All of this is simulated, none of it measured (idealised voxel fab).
Proc. module: voxel local oxidation
Displayed cross-section: cut, width of 265 nm, square cells sized 5 nm.
Square cells in a grid make up a cross-section in this document, and the grid is given as bands, listed from the top down, each one or more rows of cells. Look at the band entry: it leads with the top's height and the bottom's height in nm. Then it lists the materials left to right, with a width in nm for each. The word "edge to edge" on a single material says that material fills the band edge to edge. The word "blank" is empty space. Height 0 is the level under which the wafer as received is all one material. The lowest band goes on downwards, as in "0 nm and below". Width spec "30 to 40" -> top row of cells at first value, bottom row at second value, equal per-row change in between. The cross-section has no changed cell in any step marked "no change". So "Closed-off voids" is basically the list of trapped voids: any empty space of 8 cells or more that can't reach the top through an opening. They're written width x height at distance, the distance being from the left edge, and it's all nm. Post-settings text on a step line: simulator's own remark regarding the step. The line of a step may include "overlay nm". On a step with a mask, this value is how far to the right of its planned place the mask lay. A negative value means the mask lay to the left.

The process steps that were planned are listed below:
1,RECEIVE [material Si]
2,OXIDIZE [depth nm 5]
3,CONFORMAL_DEP [material SiN] [thk nm 15]
4,MASKED_ETCH [tone cover] [mask id ACTIVE] [width nm 100] [etch materials SiN] [depth nm 15] [overlay nm 0]
5,SELECTIVE_ETCH [etch materials SiO2] [depth nm 5]
6,OXIDIZE [depth nm 10]
7,STRIP [etch materials SiN]

Shown in cross-section is the wafer as received, that is, as it stands after step 1:
* 0 nm and below  Si edge to edge
* Closed-off voids: none

First of two wafers at the end of the module, shown in cross-section; run carried out as planned:
* 0 nm to -5 nm  85 nm blank  90 nm SiO2  90 nm blank
* -5 nm to -15 nm  95 nm SiO2  70 nm Si  100 nm SiO2
* -15 nm and below  Si edge to edge
* Closed-off voids: none

Cross-section, wafer two of two, end of module: same start and plan as wafer one, one error in execution:
* -5 nm to -15 nm  95 nm blank  70 nm Si  100 nm blank
* -15 nm and below  Si edge to edge
* Closed-off voids: none
Which mistake was made when the wafer was run? step 7 was processed under conditions differing from the plan, specifically as STRIP [etch materials SiO2]
The second wafer ends with more or fewer cells of some materials than the first, per final count: SiO2 -96
